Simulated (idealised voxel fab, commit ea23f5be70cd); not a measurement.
The name of this process module is voxel self aligned vias.
Cross-section cut spans 240 nm and uses square cells 5 nm in size.
Reading order for cross-sections: top band down to bottom band. Underlying form: a grid of square cells. Band size: one or more rows of cells.
Look at the band entry: it leads with the top's height and the bottom's height in nm. Then it lists the materials left to right, with a width in nm for each. The word "all across" on a single material says that material fills the band edge to edge. The word "blank" is empty space.
A quick word on heights: they are counted from 0, and under that level the wafer as it came to us is one material throughout. The lowest band is different from the rest in having no bottom; it simply continues downward, written as in "0 down".
Think of "30->40" as a width that walks from the first number to the second as you go down the band, top row to bottom row, taking equal-sized steps from row to row.
Any step labelled "nothing changed" changed none of the cells in the cross-section.
Empty spaces counting at least 8 cells and having no open way to the top are listed in "Trapped voids". The notation width x height at distance is used for each, the distance being from the left edge and all three values in nm.
Anything after a step's settings on that line? It's the simulator's own note about the step.
On any step carrying a mask, the "overlay nm" setting, if present on the step's line, tells how far right of its planned place the mask lay; negative values point to the left.
Each pair of cross-sections that follows straddles one process step: the one shows the state before the step, the other the state after it, down to the lowest band that changed and no further. The step in question, and its settings, are given under the pair. Note that a pair is not necessarily a continuation of the pair above it, since pairs can come from different runs of this module on the same starting wafer; it is a continuation only where its entry headed "Structure before processing" says so.
-- Structure before processing
55 to 50 = W all across
50 to 45 = 45 of TiN, 15 of W, 50 of TiN, 15 of W, 50 of TiN, 15 of W, 50 of TiN
45 to 25 = 40 of lowk, 5 of TiN, 15 of W, 5 of TiN, 40 of lowk, 5 of TiN, 15 of W, 5 of TiN, 40 of lowk, 5 of TiN, 15 of W, 5 of TiN, 45 of lowk
25 to 20 = 40 of lowk, 25 of TiN, 40 of lowk, 25 of TiN, 40 of lowk, 25 of TiN, 45 of lowk
20 to 5 = SiO2 all across
5 to 0 = SiCN all across
0 down = Si all across
Trapped voids: none
-- Post-Process View
45 to 25 = 40 of lowk, 5 of TiN, 15 of W, 5 of TiN, 40 of lowk, 5 of TiN, 15 of W, 5 of TiN, 40 of lowk, 5 of TiN, 15 of W, 5 of TiN, 45 of lowk
Below 25, no change.
Trapped voids: none
Can you say which step sits between the two cross-sections above? CMP | height nm 45
Structure before processing: cross-section not repeated; it is the one shown after the step in the pair just above.
-- Post-Process View
45 to 35 = 40 of lowk, 25 of blank, 40 of lowk, 25 of blank, 40 of lowk, 25 of blank, 45 of lowk
Below 35, no change.
Trapped voids: none
Can you say which step sits between the two cross-sections above? SELECTIVE_ETCH | etch materials W Ru TiN | depth nm 10
Structure before processing: cross-section not repeated; it is the one shown after the step in the pair just above.
-- Post-Process View
50 to 45 = SiN all across
45 to 35 = 40 of lowk, 25 of SiN, 40 of lowk, 25 of SiN, 40 of lowk, 25 of SiN, 45 of lowk
Below 35, no change.
Trapped voids: none
Can you say which step sits between the two cross-sections above? FILL_DEP | material SiN | thk nm 5
Structure before processing: cross-section not repeated; it is the one shown after the step in the pair just above.
-- Post-Process View
45 to 35 = 40 of lowk, 25 of SiN, 40 of lowk, 25 of SiN, 40 of lowk, 25 of SiN, 45 of lowk
Below 35, no change.
Trapped voids: none
Can you say which step sits between the two cross-sections above? CMP | height nm 45
Structure before processing: cross-section not repeated; it is the one shown after the step in the pair just above.
-- Post-Process View
60 to 45 = lowk all across
Below 45, no change.
Trapped voids: none
Can you say which step sits between the two cross-sections above? DIRECTIONAL_DEP | material lowk | thk nm 15
Structure before processing: cross-section not repeated; it is the one shown after the step in the pair just above.
-- Post-Process View
60 to 45 = 35 of lowk, 35 of blank, 95 of lowk, 35 of blank, 40 of lowk
Below 45, no change.
Trapped voids: none
Can you say which step sits between the two cross-sections above? MASKED_ETCH | tone open | mask id VIAS | width nm 35 | pitch nm 130 | etch materials lowk | depth nm 15 | overlay nm 0
Structure before processing: cross-section not repeated; it is the one shown after the step in the pair just above.
-- Post-Process View
60 to 45 = 35 of lowk, 35 of blank, 95 of lowk, 35 of blank, 40 of lowk
45 to 35 = 40 of lowk, 25 of blank, 40 of lowk, 25 of SiN, 40 of lowk, 25 of blank, 45 of lowk
Below 35, no change.
Trapped voids: none
Can you say which step sits between the two cross-sections above? MASKED_ETCH | tone open | mask id VIAS | width nm 35 | pitch nm 130 | etch materials SiN | depth nm 10 | overlay nm 0
Structure before processing: cross-section not repeated; it is the one shown after the step in the pair just above.
-- Post-Process View
65 to 60 = 40 of TiN, 25 of blank, 105 of TiN, 25 of blank, 45 of TiN
60 to 50 = 35 of lowk, 5 of TiN, 25 of blank, 5 of TiN, 95 of lowk, 5 of TiN, 25 of blank, 5 of TiN, 40 of lowk
50 to 45 = 35 of lowk, 10 of TiN, 15 of blank, 10 of TiN, 95 of lowk, 10 of TiN, 15 of blank, 10 of TiN, 40 of lowk
45 to 40 = 40 of lowk, 5 of TiN, 15 of blank, 5 of TiN, 40 of lowk, 25 of SiN, 40 of lowk, 5 of TiN, 15 of blank, 5 of TiN, 45 of lowk
40 to 35 = 40 of lowk, 25 of TiN, 40 of lowk, 25 of SiN, 40 of lowk, 25 of TiN, 45 of lowk
Below 35, no change.
Trapped voids: none
Can you say which step sits between the two cross-sections above? CONFORMAL_DEP | material TiN | thk nm 5
Structure before processing: cross-section not repeated; it is the one shown after the step in the pair just above.
-- Post-Process View
70 to 65 = Cu all across
65 to 60 = 40 of TiN, 25 of Cu, 105 of TiN, 25 of Cu, 45 of TiN
60 to 50 = 35 of lowk, 5 of TiN, 25 of Cu, 5 of TiN, 95 of lowk, 5 of TiN, 25 of Cu, 5 of TiN, 40 of lowk
50 to 45 = 35 of lowk, 10 of TiN, 15 of Cu, 10 of TiN, 95 of lowk, 10 of TiN, 15 of Cu, 10 of TiN, 40 of lowk
45 to 40 = 40 of lowk, 5 of TiN, 15 of Cu, 5 of TiN, 40 of lowk, 25 of SiN, 40 of lowk, 5 of TiN, 15 of Cu, 5 of TiN, 45 of lowk
Below 40, no change.
Trapped voids: none
Can you say which step sits between the two cross-sections above? FILL_DEP | material Cu | thk nm 5
Structure before processing: cross-section not repeated; it is the one shown after the step in the pair just above.
-- Post-Process View
60 to 50 = 35 of lowk, 5 of TiN, 25 of Cu, 5 of TiN, 95 of lowk, 5 of TiN, 25 of Cu, 5 of TiN, 40 of lowk
Below 50, no change.
Trapped voids: none
Can you say which step sits between the two cross-sections above? CMP | height nm 60
Structure before processing: cross-section not repeated; it is the one shown after the step in the pair just above.
-- Post-Process View
65 to 60 = SiCN all across
Below 60, no change.
Trapped voids: none
Can you say which step sits between the two cross-sections above? CONFORMAL_DEP | material SiCN | thk nm 5
-- Structure before processing
15 to 0 = SiO2 all across
0 down = Si all across
Trapped voids: none
-- Post-Process View
30 to 15 = SiCN all across
Below 15, no change.
Trapped voids: none
Can you say which step sits between the two cross-sections above? CONFORMAL_DEP | material SiCN | thk nm 15
Structure before processing: cross-section not repeated; it is the one shown after the step in the pair just above.
-- Post-Process View
55 to 30 = lowk all across
Below 30, no change.
Trapped voids: none
Can you say which step sits between the two cross-sections above? DIRECTIONAL_DEP | material lowk | thk nm 25
Structure before processing: cross-section not repeated; it is the one shown after the step in the pair just above.
-- Post-Process View
70 to 55 = aC all across
Below 55, no change.
Trapped voids: none
Can you say which step sits between the two cross-sections above? DIRECTIONAL_DEP | material aC | thk nm 15
Structure before processing: cross-section not repeated; it is the one shown after the step in the pair just above.
-- Post-Process View
105 to 70 = 40 of resist, 25 of blank, 40 of resist, 25 of blank, 40 of resist, 25 of blank, 45 of resist
Below 70, no change.
Trapped voids: none
Can you say which step sits between the two cross-sections above? PATTERN | tone open | mask id LINES | material resist | width nm 25 | pitch nm 65 | thk nm 35 | overlay nm 0
Structure before processing: cross-section not repeated; it is the one shown after the step in the pair just above.
-- Post-Process View
90 to 70 = 40 of resist, 25 of blank, 40 of resist, 25 of blank, 40 of resist, 25 of blank, 45 of resist
70 to 55 = 40 of aC, 25 of blank, 40 of aC, 25 of blank, 40 of aC, 25 of blank, 45 of aC
Below 55, no change.
Trapped voids: none
Can you say which step sits between the two cross-sections above? DIRECTIONAL_ETCH | etch materials aC | depth nm 15
Structure before processing: cross-section not repeated; it is the one shown after the step in the pair just above.
-- Post-Process View
70 to 55 = 40 of aC, 25 of blank, 40 of aC, 25 of blank, 40 of aC, 25 of blank, 45 of aC
Below 55, no change.
Trapped voids: none
Can you say which step sits between the two cross-sections above? STRIP | etch materials resist
Structure before processing: cross-section not repeated; it is the one shown after the step in the pair just above.
-- Post-Process View
70 to 55 = 40 of aC, 25 of blank, 40 of aC, 25 of blank, 40 of aC, 25 of blank, 45 of aC
55 to 30 = 40 of lowk, 25 of blank, 40 of lowk, 25 of blank, 40 of lowk, 25 of blank, 45 of lowk
Below 30, no change.
Trapped voids: none
Can you say which step sits between the two cross-sections above? DIRECTIONAL_ETCH | etch materials lowk | depth nm 25
Structure before processing: cross-section not repeated; it is the one shown after the step in the pair just above.
-- Post-Process View
55 to 30 = 40 of lowk, 25 of blank, 40 of lowk, 25 of blank, 40 of lowk, 25 of blank, 45 of lowk
Below 30, no change.
Trapped voids: none
Can you say which step sits between the two cross-sections above? STRIP | etch materials aC
Structure before processing: cross-section not repeated; it is the one shown after the step in the pair just above.
-- Post-Process View
60 to 55 = 45 of TiN, 15 of blank, 50 of TiN, 15 of blank, 50 of TiN, 15 of blank, 50 of TiN
55 to 35 = 40 of lowk, 5 of TiN, 15 of blank, 5 of TiN, 40 of lowk, 5 of TiN, 15 of blank, 5 of TiN, 40 of lowk, 5 of TiN, 15 of blank, 5 of TiN, 45 of lowk
35 to 30 = 40 of lowk, 25 of TiN, 40 of lowk, 25 of TiN, 40 of lowk, 25 of TiN, 45 of lowk
Below 30, no change.
Trapped voids: none
Can you say which step sits between the two cross-sections above? CONFORMAL_DEP | material TiN | thk nm 5
Structure before processing: cross-section not repeated; it is the one shown after the step in the pair just above.
-- Post-Process View
65 to 60 = W all across
60 to 55 = 45 of TiN, 15 of W, 50 of TiN, 15 of W, 50 of TiN, 15 of W, 50 of TiN
55 to 35 = 40 of lowk, 5 of TiN, 15 of W, 5 of TiN, 40 of lowk, 5 of TiN, 15 of W, 5 of TiN, 40 of lowk, 5 of TiN, 15 of W, 5 of TiN, 45 of lowk
Below 35, no change.
Trapped voids: none
Can you say which step sits between the two cross-sections above? FILL_DEP | material W | thk nm 5
Structure before processing: cross-section not repeated; it is the one shown after the step in the pair just above.
-- Post-Process View
45 to 35 = 40 of lowk, 5 of TiN, 15 of W, 5 of TiN, 40 of lowk, 5 of TiN, 15 of W, 5 of TiN, 40 of lowk, 5 of TiN, 15 of W, 5 of TiN, 45 of lowk
Below 35, no change.
Trapped voids: none
Can you say which step sits between the two cross-sections above? CMP | height nm 45
Structure before processing: cross-section not repeated; it is the one shown after the step in the pair just above.
-- Post-Process View
45 to 35 = 40 of lowk, 25 of blank, 40 of lowk, 25 of blank, 40 of lowk, 25 of blank, 45 of lowk
Below 35, no change.
Trapped voids: none
Can you say which step sits between the two cross-sections above? SELECTIVE_ETCH | etch materials W Ru TiN | depth nm 10
Structure before processing: cross-section not repeated; it is the one shown after the step in the pair just above.
-- Post-Process View
50 to 45 = SiN all across
45 to 35 = 40 of lowk, 25 of SiN, 40 of lowk, 25 of SiN, 40 of lowk, 25 of SiN, 45 of lowk
Below 35, no change.
Trapped voids: none
Can you say which step sits between the two cross-sections above? FILL_DEP | material SiN | thk nm 5
Structure before processing: cross-section not repeated; it is the one shown after the step in the pair just above.
-- Post-Process View
45 to 35 = 40 of lowk, 25 of SiN, 40 of lowk, 25 of SiN, 40 of lowk, 25 of SiN, 45 of lowk
Below 35, no change.
Trapped voids: none
Can you say which step sits between the two cross-sections above? CMP | height nm 45
Structure before processing: cross-section not repeated; it is the one shown after the step in the pair just above.
-- Post-Process View
60 to 45 = lowk all across
Below 45, no change.
Trapped voids: none
Can you say which step sits between the two cross-sections above? DIRECTIONAL_DEP | material lowk | thk nm 15
Structure before processing: cross-section not repeated; it is the one shown after the step in the pair just above.
-- Post-Process View
60 to 45 = 35 of lowk, 35 of blank, 95 of lowk, 35 of blank, 40 of lowk
Below 45, no change.
Trapped voids: none
Can you say which step sits between the two cross-sections above? MASKED_ETCH | tone open | mask id VIAS | width nm 35 | pitch nm 130 | etch materials lowk | depth nm 15 | overlay nm 0
Structure before processing: cross-section not repeated; it is the one shown after the step in the pair just above.
-- Post-Process View
60 to 45 = 35 of lowk, 35 of blank, 95 of lowk, 35 of blank, 40 of lowk
45 to 35 = 40 of lowk, 25 of blank, 40 of lowk, 25 of SiN, 40 of lowk, 25 of blank, 45 of lowk
Below 35, no change.
Trapped voids: none
Can you say which step sits between the two cross-sections above? MASKED_ETCH | tone open | mask id VIAS | width nm 35 | pitch nm 130 | etch materials SiN | depth nm 10 | overlay nm 0
Structure before processing: cross-section not repeated; it is the one shown after the step in the pair just above.
-- Post-Process View
65 to 60 = 40 of TiN, 25 of blank, 105 of TiN, 25 of blank, 45 of TiN
60 to 50 = 35 of lowk, 5 of TiN, 25 of blank, 5 of TiN, 95 of lowk, 5 of TiN, 25 of blank, 5 of TiN, 40 of lowk
50 to 45 = 35 of lowk, 10 of TiN, 15 of blank, 10 of TiN, 95 of lowk, 10 of TiN, 15 of blank, 10 of TiN, 40 of lowk
45 to 40 = 40 of lowk, 5 of TiN, 15 of blank, 5 of TiN, 40 of lowk, 25 of SiN, 40 of lowk, 5 of TiN, 15 of blank, 5 of TiN, 45 of lowk
40 to 35 = 40 of lowk, 25 of TiN, 40 of lowk, 25 of SiN, 40 of lowk, 25 of TiN, 45 of lowk
Below 35, no change.
Trapped voids: none
Can you say which step sits between the two cross-sections above? CONFORMAL_DEP | material TiN | thk nm 5
Structure before processing: cross-section not repeated; it is the one shown after the step in the pair just above.
-- Post-Process View
70 to 65 = Cu all across
65 to 60 = 40 of TiN, 25 of Cu, 105 of TiN, 25 of Cu, 45 of TiN
60 to 50 = 35 of lowk, 5 of TiN, 25 of Cu, 5 of TiN, 95 of lowk, 5 of TiN, 25 of Cu, 5 of TiN, 40 of lowk
50 to 45 = 35 of lowk, 10 of TiN, 15 of Cu, 10 of TiN, 95 of lowk, 10 of TiN, 15 of Cu, 10 of TiN, 40 of lowk
45 to 40 = 40 of lowk, 5 of TiN, 15 of Cu, 5 of TiN, 40 of lowk, 25 of SiN, 40 of lowk, 5 of TiN, 15 of Cu, 5 of TiN, 45 of lowk
Below 40, no change.
Trapped voids: none
Can you say which step sits between the two cross-sections above? FILL_DEP | material Cu | thk nm 5
Structure before processing: cross-section not repeated; it is the one shown after the step in the pair just above.
-- Post-Process View
60 to 50 = 35 of lowk, 5 of TiN, 25 of Cu, 5 of TiN, 95 of lowk, 5 of TiN, 25 of Cu, 5 of TiN, 40 of lowk
Below 50, no change.
Trapped voids: none
Can you say which step sits between the two cross-sections above? CMP | height nm 60
Structure before processing: cross-section not repeated; it is the one shown after the step in the pair just above.
-- Post-Process View
65 to 60 = SiCN all across
Below 60, no change.
Trapped voids: none
Can you say which step sits between the two cross-sections above? CONFORMAL_DEP | material SiCN | thk nm 5
-- Structure before processing
60 to 45 = lowk all across
45 to 35 = 40 of lowk, 25 of SiN, 40 of lowk, 25 of SiN, 40 of lowk, 25 of SiN, 45 of lowk
35 to 25 = 40 of lowk, 5 of TiN, 15 of W, 5 of TiN, 40 of lowk, 5 of TiN, 15 of W, 5 of TiN, 40 of lowk, 5 of TiN, 15 of W, 5 of TiN, 45 of lowk
25 to 20 = 40 of lowk, 25 of TiN, 40 of lowk, 25 of TiN, 40 of lowk, 25 of TiN, 45 of lowk
20 to 15 = SiCN all across
15 to 0 = SiO2 all across
0 down = Si all across
Trapped voids: none
-- Post-Process View
60 to 45 = 30 of lowk, 45 of blank, 85 of lowk, 45 of blank, 35 of lowk
Below 45, no change.
Trapped voids: none
Can you say which step sits between the two cross-sections above? MASKED_ETCH | tone open | mask id VIAS | width nm 45 | pitch nm 130 | etch materials lowk | depth nm 15 | overlay nm 0
Structure before processing: cross-section not repeated; it is the one shown after the step in the pair just above.
-- Post-Process View
60 to 45 = 30 of lowk, 45 of blank, 85 of lowk, 45 of blank, 35 of lowk
45 to 35 = 40 of lowk, 25 of blank, 40 of lowk, 25 of SiN, 40 of lowk, 25 of blank, 45 of lowk
Below 35, no change.
Trapped voids: none
Can you say which step sits between the two cross-sections above? MASKED_ETCH | tone open | mask id VIAS | width nm 35 | pitch nm 130 | etch materials SiN | depth nm 10 | overlay nm 0
Structure before processing: cross-section not repeated; it is the one shown after the step in the pair just above.
-- Post-Process View
65 to 60 = 35 of TiN, 35 of blank, 95 of TiN, 35 of blank, 40 of TiN
60 to 50 = 30 of lowk, 5 of TiN, 35 of blank, 5 of TiN, 85 of lowk, 5 of TiN, 35 of blank, 5 of TiN, 35 of lowk
50 to 45 = 30 of lowk, 15 of TiN, 15 of blank, 15 of TiN, 85 of lowk, 15 of TiN, 15 of blank, 15 of TiN, 35 of lowk
45 to 40 = 40 of lowk, 5 of TiN, 15 of blank, 5 of TiN, 40 of lowk, 25 of SiN, 40 of lowk, 5 of TiN, 15 of blank, 5 of TiN, 45 of lowk
40 to 35 = 40 of lowk, 25 of TiN, 40 of lowk, 25 of SiN, 40 of lowk, 25 of TiN, 45 of lowk
Below 35, no change.
Trapped voids: none
Can you say which step sits between the two cross-sections above? CONFORMAL_DEP | material TiN | thk nm 5
Structure before processing: cross-section not repeated; it is the one shown after the step in the pair just above.
-- Post-Process View
70 to 65 = Cu all across
65 to 60 = 35 of TiN, 35 of Cu, 95 of TiN, 35 of Cu, 40 of TiN
60 to 50 = 30 of lowk, 5 of TiN, 35 of Cu, 5 of TiN, 85 of lowk, 5 of TiN, 35 of Cu, 5 of TiN, 35 of lowk
50 to 45 = 30 of lowk, 15 of TiN, 15 of Cu, 15 of TiN, 85 of lowk, 15 of TiN, 15 of Cu, 15 of TiN, 35 of lowk
45 to 40 = 40 of lowk, 5 of TiN, 15 of Cu, 5 of TiN, 40 of lowk, 25 of SiN, 40 of lowk, 5 of TiN, 15 of Cu, 5 of TiN, 45 of lowk
Below 40, no change.
Trapped voids: none
Can you say which step sits between the two cross-sections above? FILL_DEP | material Cu | thk nm 5
Structure before processing: cross-section not repeated; it is the one shown after the step in the pair just above.
-- Post-Process View
60 to 50 = 30 of lowk, 5 of TiN, 35 of Cu, 5 of TiN, 85 of lowk, 5 of TiN, 35 of Cu, 5 of TiN, 35 of lowk
Below 50, no change.
Trapped voids: none
Can you say which step sits between the two cross-sections above? CMP | height nm 60
Structure before processing: cross-section not repeated; it is the one shown after the step in the pair just above.
-- Post-Process View
65 to 60 = SiCN all across
Below 60, no change.
Trapped voids: none
Can you say which step sits between the two cross-sections above? CONFORMAL_DEP | material SiCN | thk nm 5
-- Structure before processing
60 to 45 = 35 of lowk, 35 of blank, 95 of lowk, 35 of blank, 40 of lowk
45 to 35 = 40 of lowk, 25 of SiN, 40 of lowk, 25 of SiN, 40 of lowk, 25 of SiN, 45 of lowk
35 to 25 = 40 of lowk, 5 of TiN, 15 of W, 5 of TiN, 40 of lowk, 5 of TiN, 15 of W, 5 of TiN, 40 of lowk, 5 of TiN, 15 of W, 5 of TiN, 45 of lowk
25 to 20 = 40 of lowk, 25 of TiN, 40 of lowk, 25 of TiN, 40 of lowk, 25 of TiN, 45 of lowk
20 to 15 = SiCN all across
15 to 0 = SiO2 all across
0 down = Si all across
Trapped voids: none
-- Post-Process View
60 to 45 = 35 of lowk, 35 of blank, 95 of lowk, 35 of blank, 40 of lowk
45 to 35 = 40 of lowk, 20 of blank, 5 of SiN, 40 of lowk, 25 of SiN, 40 of lowk, 20 of blank, 5 of SiN, 45 of lowk
Below 35, no change.
Trapped voids: none
Can you say which step sits between the two cross-sections above? MASKED_ETCH | tone open | mask id VIAS | width nm 35 | pitch nm 130 | etch materials SiN | depth nm 10 | overlay nm -10
Structure before processing: cross-section not repeated; it is the one shown after the step in the pair just above.
-- Post-Process View
65 to 60 = 40 of TiN, 25 of blank, 105 of TiN, 25 of blank, 45 of TiN
60 to 50 = 35 of lowk, 5 of TiN, 25 of blank, 5 of TiN, 95 of lowk, 5 of TiN, 25 of blank, 5 of TiN, 40 of lowk
50 to 45 = 35 of lowk, 10 of TiN, 10 of blank, 15 of TiN, 95 of lowk, 10 of TiN, 10 of blank, 15 of TiN, 40 of lowk
45 to 40 = 40 of lowk, 5 of TiN, 10 of blank, 5 of TiN, 5 of SiN, 40 of lowk, 25 of SiN, 40 of lowk, 5 of TiN, 10 of blank, 5 of TiN, 5 of SiN, 45 of lowk
40 to 35 = 40 of lowk, 20 of TiN, 5 of SiN, 40 of lowk, 25 of SiN, 40 of lowk, 20 of TiN, 5 of SiN, 45 of lowk
Below 35, no change.
Trapped voids: none
Can you say which step sits between the two cross-sections above? CONFORMAL_DEP | material TiN | thk nm 5
Structure before processing: cross-section not repeated; it is the one shown after the step in the pair just above.
-- Post-Process View
70 to 65 = Cu all across
65 to 60 = 40 of TiN, 25 of Cu, 105 of TiN, 25 of Cu, 45 of TiN
60 to 50 = 35 of lowk, 5 of TiN, 25 of Cu, 5 of TiN, 95 of lowk, 5 of TiN, 25 of Cu, 5 of TiN, 40 of lowk
50 to 45 = 35 of lowk, 10 of TiN, 10 of Cu, 15 of TiN, 95 of lowk, 10 of TiN, 10 of Cu, 15 of TiN, 40 of lowk
45 to 40 = 40 of lowk, 5 of TiN, 10 of Cu, 5 of TiN, 5 of SiN, 40 of lowk, 25 of SiN, 40 of lowk, 5 of TiN, 10 of Cu, 5 of TiN, 5 of SiN, 45 of lowk
Below 40, no change.
Trapped voids: none
Can you say which step sits between the two cross-sections above? FILL_DEP | material Cu | thk nm 5
Structure before processing: cross-section not repeated; it is the one shown after the step in the pair just above.
-- Post-Process View
60 to 50 = 35 of lowk, 5 of TiN, 25 of Cu, 5 of TiN, 95 of lowk, 5 of TiN, 25 of Cu, 5 of TiN, 40 of lowk
Below 50, no change.
Trapped voids: none
Can you say which step sits between the two cross-sections above? CMP | height nm 60
Structure before processing: cross-section not repeated; it is the one shown after the step in the pair just above.
-- Post-Process View
65 to 60 = SiCN all across
Below 60, no change.
Trapped voids: none
Can you say which step sits between the two cross-sections above? CONFORMAL_DEP | material SiCN | thk nm 5
-- Structure before processing
45 to 25 = 40 of lowk, 5 of TiN, 15 of W, 5 of TiN, 40 of lowk, 5 of TiN, 15 of W, 5 of TiN, 40 of lowk, 5 of TiN, 15 of W, 5 of TiN, 45 of lowk
25 to 20 = 40 of lowk, 25 of TiN, 40 of lowk, 25 of TiN, 40 of lowk, 25 of TiN, 45 of lowk
20 to 15 = SiCN all across
15 to 0 = SiO2 all across
0 down = Si all across
Trapped voids: none
-- Post-Process View
45 to 35 = 40 of lowk, 5 of blank, 15 of W, 5 of blank, 40 of lowk, 5 of blank, 15 of W, 5 of blank, 40 of lowk, 5 of blank, 15 of W, 5 of blank, 45 of lowk
Below 35, no change.
Trapped voids: none
Can you say which step sits between the two cross-sections above? SELECTIVE_ETCH | etch materials TiN | depth nm 10
Structure before processing: cross-section not repeated; it is the one shown after the step in the pair just above.
-- Post-Process View
50 to 45 = SiN all across
45 to 35 = 40 of lowk, 5 of SiN, 15 of W, 5 of SiN, 40 of lowk, 5 of SiN, 15 of W, 5 of SiN, 40 of lowk, 5 of SiN, 15 of W, 5 of SiN, 45 of lowk
Below 35, no change.
Trapped voids: none
Can you say which step sits between the two cross-sections above? FILL_DEP | material SiN | thk nm 5
Structure before processing: cross-section not repeated; it is the one shown after the step in the pair just above.
-- Post-Process View
45 to 35 = 40 of lowk, 5 of SiN, 15 of W, 5 of SiN, 40 of lowk, 5 of SiN, 15 of W, 5 of SiN, 40 of lowk, 5 of SiN, 15 of W, 5 of SiN, 45 of lowk
Below 35, no change.
Trapped voids: none
Can you say which step sits between the two cross-sections above? CMP | height nm 45
Structure before processing: cross-section not repeated; it is the one shown after the step in the pair just above.
-- Post-Process View
60 to 45 = lowk all across
Below 45, no change.
Trapped voids: none
Can you say which step sits between the two cross-sections above? DIRECTIONAL_DEP | material lowk | thk nm 15
Structure before processing: cross-section not repeated; it is the one shown after the step in the pair just above.
-- Post-Process View
60 to 45 = 35 of lowk, 35 of blank, 95 of lowk, 35 of blank, 40 of lowk
Below 45, no change.
Trapped voids: none
Can you say which step sits between the two cross-sections above? MASKED_ETCH | tone open | mask id VIAS | width nm 35 | pitch nm 130 | etch materials lowk | depth nm 15 | overlay nm 0
Structure before processing: cross-section not repeated; it is the one shown after the step in the pair just above.
-- Post-Process View
60 to 45 = 35 of lowk, 35 of blank, 95 of lowk, 35 of blank, 40 of lowk
45 to 35 = 40 of lowk, 5 of blank, 15 of W, 5 of blank, 40 of lowk, 5 of SiN, 15 of W, 5 of SiN, 40 of lowk, 5 of blank, 15 of W, 5 of blank, 45 of lowk
Below 35, no change.
Trapped voids: none
Can you say which step sits between the two cross-sections above? MASKED_ETCH | tone open | mask id VIAS | width nm 35 | pitch nm 130 | etch materials SiN | depth nm 10 | overlay nm 0
Structure before processing: cross-section not repeated; it is the one shown after the step in the pair just above.
-- Post-Process View
65 to 60 = 40 of TiN, 25 of blank, 105 of TiN, 25 of blank, 45 of TiN
60 to 50 = 35 of lowk, 5 of TiN, 25 of blank, 5 of TiN, 95 of lowk, 5 of TiN, 25 of blank, 5 of TiN, 40 of lowk
50 to 45 = 35 of lowk, 35 of TiN, 95 of lowk, 35 of TiN, 40 of lowk
45 to 35 = 40 of lowk, 5 of TiN, 15 of W, 5 of TiN, 40 of lowk, 5 of SiN, 15 of W, 5 of SiN, 40 of lowk, 5 of TiN, 15 of W, 5 of TiN, 45 of lowk
Below 35, no change.
Trapped voids: none
Can you say which step sits between the two cross-sections above? CONFORMAL_DEP | material TiN | thk nm 5
Structure before processing: cross-section not repeated; it is the one shown after the step in the pair just above.
-- Post-Process View
70 to 65 = Cu all across
65 to 60 = 40 of TiN, 25 of Cu, 105 of TiN, 25 of Cu, 45 of TiN
60 to 50 = 35 of lowk, 5 of TiN, 25 of Cu, 5 of TiN, 95 of lowk, 5 of TiN, 25 of Cu, 5 of TiN, 40 of lowk
Below 50, no change.
Trapped voids: none
Can you say which step sits between the two cross-sections above? FILL_DEP | material Cu | thk nm 5
Structure before processing: cross-section not repeated; it is the one shown after the step in the pair just above.
-- Post-Process View
60 to 50 = 35 of lowk, 5 of TiN, 25 of Cu, 5 of TiN, 95 of lowk, 5 of TiN, 25 of Cu, 5 of TiN, 40 of lowk
Below 50, no change.
Trapped voids: none
Can you say which step sits between the two cross-sections above? CMP | height nm 60
Structure before processing: cross-section not repeated; it is the one shown after the step in the pair just above.
-- Post-Process View
65 to 60 = SiCN all across
Below 60, no change.
Trapped voids: none
Can you say which step sits between the two cross-sections above? CONFORMAL_DEP | material SiCN | thk nm 5
-- Structure before processing
60 to 45 = aC all across
45 to 20 = lowk all across
20 to 15 = SiCN all across
15 to 0 = SiO2 all across
0 down = Si all across
Trapped voids: none
-- Post-Process View
95 to 60 = 40 of blank, 25 of resist, 40 of blank, 25 of resist, 40 of blank, 25 of resist, 45 of blank
Below 60, no change.
Trapped voids: none
Can you say which step sits between the two cross-sections above? PATTERN | tone cover | mask id LINES | material resist | width nm 25 | pitch nm 65 | thk nm 35 | overlay nm 0
Structure before processing: cross-section not repeated; it is the one shown after the step in the pair just above.
-- Post-Process View
80 to 60 = 40 of blank, 25 of resist, 40 of blank, 25 of resist, 40 of blank, 25 of resist, 45 of blank
60 to 45 = 40 of blank, 25 of aC, 40 of blank, 25 of aC, 40 of blank, 25 of aC, 45 of blank
Below 45, no change.
Trapped voids: none
Can you say which step sits between the two cross-sections above? DIRECTIONAL_ETCH | etch materials aC | depth nm 15
Structure before processing: cross-section not repeated; it is the one shown after the step in the pair just above.
-- Post-Process View
60 to 45 = 40 of blank, 25 of aC, 40 of blank, 25 of aC, 40 of blank, 25 of aC, 45 of blank
Below 45, no change.
Trapped voids: none
Can you say which step sits between the two cross-sections above? STRIP | etch materials resist
Structure before processing: cross-section not repeated; it is the one shown after the step in the pair just above.
-- Post-Process View
60 to 45 = 40 of blank, 25 of aC, 40 of blank, 25 of aC, 40 of blank, 25 of aC, 45 of blank
45 to 20 = 40 of blank, 25 of lowk, 40 of blank, 25 of lowk, 40 of blank, 25 of lowk, 45 of blank
Below 20, no change.
Trapped voids: none
Can you say which step sits between the two cross-sections above? DIRECTIONAL_ETCH | etch materials lowk | depth nm 25
Structure before processing: cross-section not repeated; it is the one shown after the step in the pair just above.
-- Post-Process View
45 to 20 = 40 of blank, 25 of lowk, 40 of blank, 25 of lowk, 40 of blank, 25 of lowk, 45 of blank
Below 20, no change.
Trapped voids: none
Can you say which step sits between the two cross-sections above? STRIP | etch materials aC
Structure before processing: cross-section not repeated; it is the one shown after the step in the pair just above.
-- Post-Process View
50 to 45 = 35 of blank, 35 of TiN, 30 of blank, 35 of TiN, 30 of blank, 35 of TiN, 40 of blank
45 to 25 = 35 of blank, 5 of TiN, 25 of lowk, 5 of TiN, 30 of blank, 5 of TiN, 25 of lowk, 5 of TiN, 30 of blank, 5 of TiN, 25 of lowk, 5 of TiN, 40 of blank
25 to 20 = 40 of TiN, 25 of lowk, 40 of TiN, 25 of lowk, 40 of TiN, 25 of lowk, 45 of TiN
Below 20, no change.
Trapped voids: none
Can you say which step sits between the two cross-sections above? CONFORMAL_DEP | material TiN | thk nm 5
Structure before processing: cross-section not repeated; it is the one shown after the step in the pair just above.
-- Post-Process View
55 to 50 = W all across
50 to 45 = 35 of W, 35 of TiN, 30 of W, 35 of TiN, 30 of W, 35 of TiN, 40 of W
45 to 25 = 35 of W, 5 of TiN, 25 of lowk, 5 of TiN, 30 of W, 5 of TiN, 25 of lowk, 5 of TiN, 30 of W, 5 of TiN, 25 of lowk, 5 of TiN, 40 of W
Below 25, no change.
Trapped voids: none
Can you say which step sits between the two cross-sections above? FILL_DEP | material W | thk nm 5
Structure before processing: cross-section not repeated; it is the one shown after the step in the pair just above.
-- Post-Process View
45 to 25 = 35 of W, 5 of TiN, 25 of lowk, 5 of TiN, 30 of W, 5 of TiN, 25 of lowk, 5 of TiN, 30 of W, 5 of TiN, 25 of lowk, 5 of TiN, 40 of W
Below 25, no change.
Trapped voids: none
Can you say which step sits between the two cross-sections above? CMP | height nm 45
